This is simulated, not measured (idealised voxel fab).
Process module in this document: voxel transistor to metal
We display cut, a cross-section 140 nm in width whose square cells are each 5 nm.
Bands, listed from the top down, are how a cross-section gets written in this document; the cross-section itself is a grid of square cells, and a band is one or more rows of them.
Within each band entry, the heights of the top and of the bottom of the band appear first, in that order and in nm; the materials of the band then follow from left to right, each with its corresponding width in nm. The designation "full width" on a single material indicates that it fills the band from edge to edge; the designation "blank" indicates empty space.
Measure heights from 0. That's the level where, below it, the as-received wafer is all one material. The lowest band is bottomless and extends downward; write it as in "0 -> down".
You'd read "30..40" like this: the band's top row of cells is as wide as the first number, its bottom row is as wide as the second, and going down, every row changes width by the same amount as the row before did.
No cell of the cross-section changed in a step that is given as "everything unchanged".
Listed in "Sealed internal cavities": every empty space of 8 or more cells without an open way to the top. Form: width x height at distance, the distance being from the left edge, all in nm.
It should be noted that, on the line of a given step, the content following the step's settings is a remark produced by the simulator itself with respect to that step.
A step's line can hold "overlay nm"; with a mask on that step, the setting says how far right of the planned place the mask lay, while a negative setting says it lay to the left.
Below is the list of planned process steps:
| 1 | RECEIVE with material Si |
| 2 | CONFORMAL_DEP with material SiO2, thk nm 5 |
| 3 | CONFORMAL_DEP with material SiN, thk nm 15 |
| 4 | PATTERN with tone cover, mask id ACTIVE, material resist, width nm 105, thk nm 20, overlay nm 0 |
| 5 | DIRECTIONAL_ETCH with etch materials SiN, depth nm 15 |
| 6 | DIRECTIONAL_ETCH with etch materials SiO2, depth nm 5 |
| 7 | DIRECTIONAL_ETCH with etch materials Si, depth nm 30 |
| 8 | STRIP with etch materials resist |
| 9 | FILL_DEP with material SiO2, thk nm 5 |
| 10 | CMP with height nm 20 |
| 11 | SELECTIVE_ETCH with etch materials SiO2, depth nm 5 |
| 12 | STRIP with etch materials SiN |
| 13 | SELECTIVE_ETCH with etch materials SiO2, depth nm 5 |
| 14 | OXIDIZE with depth nm 5 |
| 15 | DIRECTIONAL_DEP with material polySi, thk nm 25 |
| 16 | DIRECTIONAL_DEP with material SiCN, thk nm 10 |
| 17 | DIRECTIONAL_DEP with material aC, thk nm 15 |
| 18 | PATTERN with tone cover, mask id GATE, material resist, width nm 15, thk nm 30, overlay nm 0 |
| 19 | DIRECTIONAL_ETCH with etch materials aC, depth nm 15 |
| 20 | STRIP with etch materials resist |
| 21 | DIRECTIONAL_ETCH with etch materials SiCN, depth nm 20 |
| 22 | DIRECTIONAL_ETCH with etch materials polySi, depth nm 35 |
| 23 | STRIP with etch materials aC |
| 24 | CONFORMAL_DEP with material SiN, thk nm 10 |
| 25 | DIRECTIONAL_ETCH with etch materials SiN, depth nm 10 |
| 26 | DIRECTIONAL_ETCH with etch materials SiO2, depth nm 5 |
| 27 | EPI with material pSi, thk nm 5 |
| 28 | FILL_DEP with material SiO2, thk nm 5 |
| 29 | CMP with height nm 25 |
| 30 | DIRECTIONAL_DEP with material SiO2, thk nm 10 |
| 31 | DIRECTIONAL_DEP with material aC, thk nm 15 |
| 32 | PATTERN with tone open, mask id CONTACT, material resist, width nm 20, pitch nm 65, thk nm 30, overlay nm 0 |
| 33 | DIRECTIONAL_ETCH with etch materials aC, depth nm 15 |
| 34 | STRIP with etch materials resist |
| 35 | DIRECTIONAL_ETCH with etch materials SiO2, depth nm 45 |
| 36 | STRIP with etch materials aC |
| 37 | CONFORMAL_DEP with material TiN, thk nm 5 |
| 38 | FILL_DEP with material W, thk nm 5 |
| 39 | CMP with height nm 45 |
| 40 | DIRECTIONAL_DEP with material TiN, thk nm 5 |
| 41 | DIRECTIONAL_DEP with material W, thk nm 20 |
| 42 | MASKED_ETCH with tone cover, mask id METAL_1, width nm 20, pitch nm 65, etch materials W, depth nm 20, overlay nm 0 |
| 43 | MASKED_ETCH with tone cover, mask id METAL_1, width nm 20, pitch nm 65, etch materials TiN, depth nm 5, overlay nm 0 |
| 44 | CONFORMAL_DEP with material SiCN, thk nm 5 |
| 45 | FILL_DEP with material SiO2, thk nm 10 |
| 46 | CMP with height nm 70 |
| 47 | CONFORMAL_DEP with material SiCN, thk nm 5 |
For clarity, it should be stated that the wafers under discussion commence in an identical condition and differ with respect to the height nm of step 29, the plan indicating the value that the first wafer had.
After step 1, as received: first of several wafers, cross-section:
  0 -> down | Si full width
  Sealed internal cavities: none
Last step of the module is step 47; after it, the first of several wafers in cross-section:
  75 -> 70 | SiCN full width
  70 -> 50 | 20 of SiO2, then 5 of SiCN, then 20 of W, then 5 of SiCN, then 35 of SiO2, then 5 of SiCN, then 20 of W, then 5 of SiCN, then 25 of SiO2
  50 -> 45 | 25 of SiCN, then 20 of TiN, then 45 of SiCN, then 20 of TiN, then 30 of SiCN
  45 -> 40 | W full width
  40 -> 35 | 30 of TiN, then 10 of W, then 55 of TiN, then 10 of W, then 35 of TiN
  35 -> 25 | 25 of SiO2, then 5 of TiN, then 10 of W, then 5 of TiN, then 45 of SiO2, then 5 of TiN, then 10 of W, then 5 of TiN, then 30 of SiO2
  25 -> 10 | 25 of SiO2, then 5 of TiN, then 10 of W, then 5 of TiN, then 5 of SiO2, then 10 of SiN, then 15 of polySi, then 10 of SiN, then 5 of SiO2, then 5 of TiN, then 10 of W, then 5 of TiN, then 30 of SiO2
  10 -> 5 | 10 of SiO2, then 10 of SiN, then 5 of SiO2, then 5 of TiN, then 10 of W, then 5 of TiN, then 5 of SiO2, then 10 of SiN, then 15 of polySi, then 10 of SiN, then 5 of SiO2, then 5 of TiN, then 10 of W, then 5 of TiN, then 5 of SiO2, then 10 of SiN, then 15 of SiO2
  5 -> 0 | 10 of SiO2, then 10 of SiN, then 5 of SiO2, then 20 of TiN, then 5 of SiO2, then 10 of SiN, then 15 of polySi, then 10 of SiN, then 5 of SiO2, then 20 of TiN, then 5 of SiO2, then 10 of SiN, then 15 of SiO2
  0 -> -5 | 20 of SiO2, then 30 of pSi, then 35 of SiO2, then 30 of pSi, then 25 of SiO2
  -5 -> -30 | 15 of SiO2, then 105 of Si, then 20 of SiO2
  -30 -> down | Si full width
  Sealed internal cavities: none
End of module: cross-section, last of several wafers:
  75 -> 70 | SiCN full width
  70 -> 50 | 20 of SiO2, then 5 of SiCN, then 20 of W, then 5 of SiCN, then 35 of SiO2, then 5 of SiCN, then 20 of W, then 5 of SiCN, then 25 of SiO2
  50 -> 45 | 25 of SiCN, then 20 of TiN, then 45 of SiCN, then 20 of TiN, then 30 of SiCN
  45 -> 35 | 25 of SiO2, then 5 of TiN, then 10 of W, then 5 of TiN, then 45 of SiO2, then 5 of TiN, then 10 of W, then 5 of TiN, then 30 of SiO2
  35 -> 25 | 25 of SiO2, then 5 of TiN, then 10 of W, then 5 of TiN, then 5 of SiO2, then 10 of SiN, then 15 of SiCN, then 10 of SiN, then 5 of SiO2, then 5 of TiN, then 10 of W, then 5 of TiN, then 30 of SiO2
  25 -> 10 | 25 of SiO2, then 5 of TiN, then 10 of W, then 5 of TiN, then 5 of SiO2, then 10 of SiN, then 15 of polySi, then 10 of SiN, then 5 of SiO2, then 5 of TiN, then 10 of W, then 5 of TiN, then 30 of SiO2
  10 -> 5 | 10 of SiO2, then 10 of SiN, then 5 of SiO2, then 20 of TiN, then 5 of SiO2, then 10 of SiN, then 15 of polySi, then 10 of SiN, then 5 of SiO2, then 20 of TiN, then 5 of SiO2, then 10 of SiN, then 15 of SiO2
  5 -> 0 | 10 of SiO2, then 10 of SiN, then 30 of SiO2, then 10 of SiN, then 15 of polySi, then 10 of SiN, then 30 of SiO2, then 10 of SiN, then 15 of SiO2
  0 -> -5 | 20 of SiO2, then 30 of pSi, then 35 of SiO2, then 30 of pSi, then 25 of SiO2
  -5 -> -30 | 15 of SiO2, then 105 of Si, then 20 of SiO2
  -30 -> down | Si full width
  Sealed internal cavities: none
Wafer rows, end of module: cells per material gained (+) or lost (-) since receipt; closed voids last:
height nm 25 | -63 Si | +64 SiCN | +28 SiN | +212 SiO2 | +64 TiN | +88 W | +12 pSi | +15 polySi | Sealed internal cavities: none
height nm 30 | -63 Si | +67 SiCN | +32 SiN | +225 SiO2 | +68 TiN | +64 W | +12 pSi | +15 polySi | Sealed internal cavities: none
height nm 35 | -63 Si | +70 SiCN | +36 SiN | +238 SiO2 | +48 TiN | +64 W | +12 pSi | +15 polySi | Sealed internal cavities: none
height nm 40 | -63 Si | +70 SiCN | +36 SiN | +246 SiO2 | +44 TiN | +60 W | +12 pSi | +15 polySi | Sealed internal cavities: none
